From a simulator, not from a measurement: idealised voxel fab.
Proc. module: voxel released beams
Section shown: cut. Width: 155 nm. Cell size: 5 nm, square.
The cross-sections in this document take the form of a grid made of square cells. They are written out as bands, in order from top to bottom. Each band consists of one or more rows of cells.
It is stipulated that each band's entry specify, in nanometres, the height of the top of the band and then that of its bottom, followed by the materials of the band in left-to-right sequence, each together with its width in nanometres. A single material marked by the word "full width" is understood to fill the band from edge to edge; the word "air" is understood to denote empty space.
Beneath 0, the wafer as received is one material, and that level is where height counting begins. The lowest band goes on downward without a bottom; it is written like "0..down".
Width: "30->40" (first number = top row, second number = bottom row, same change from row to row of cells).
A step reported as "nothing changed" is a step in which no cell of the cross-section changed.
"Closed void listing": sealed empty spaces, 8 cells or more, no open way to top, listed width x height at distance, with distance from the left edge and width, height and distance in nm.
On each step's line, the part that comes after the settings is the simulator's own comment on the step.
What "overlay nm" on a step's line means: if the step has a mask, that mask lay this far to the right of its planned place, or, when the value is negative, to the left.

### Planned process steps
1,RECEIVE | material Si
2,CONFORMAL_DEP | material Al2O3 | thk nm 5
3,DIRECTIONAL_DEP | material SiO2 | thk nm 10
4,DIRECTIONAL_DEP | material aC | thk nm 15
5,PATTERN | tone open | mask id ANCHOR | material resist | width nm 30 | thk nm 35 | overlay nm 0
6,DIRECTIONAL_ETCH | etch materials aC | depth nm 15
7,STRIP | etch materials resist
8,DIRECTIONAL_ETCH | etch materials SiO2 | depth nm 10
9,STRIP | etch materials aC
10,CONFORMAL_DEP | material SiN | thk nm 15
11,MASKED_ETCH | tone cover | mask id BEAM | width nm 100 | etch materials SiN | depth nm 15 | overlay nm 0
12,STRIP | etch materials SiO2
All wafers enter the flow in the same state. The width nm at step 5 differs from wafer to wafer, and the plan gives the value for the first wafer.

### Incoming state of the first of several wafers in cross-section: after step 1
  0..down = Si full width
  Closed void listing: none

### The first of several wafers, seen in cross-section after the module's last step, step 12
  30..15 = air 25  SiN 100  air 30
  15..5 = air 35  SiN 30  air 90
  5..0 = Al2O3 full width
  0..down = Si full width
  Closed void listing: none

### Cross-section of the final wafer among several, taken at the end of the module
  30..20 = air 25  SiN 15  air 25  SiN 60  air 30
  20..15 = air 25  SiN 100  air 30
  15..5 = air 25  SiN 55  air 75
  5..0 = Al2O3 full width
  0..down = Si full width
  Closed void listing: none

### End of module, by wafer: material-by-material cell gain (+) or loss (-) since receipt, then closed voids
width nm 30 | +31 Al2O3 | +72 SiN | Closed void listing: none
width nm 35 | +31 Al2O3 | +72 SiN | Closed void listing: none
width nm 40 | +31 Al2O3 | +72 SiN | Closed void listing: none
width nm 45 | +31 Al2O3 | +72 SiN | Closed void listing: none
width nm 50 | +31 Al2O3 | +72 SiN | Closed void listing: none
width nm 55 | +31 Al2O3 | +72 SiN | Closed void listing: none
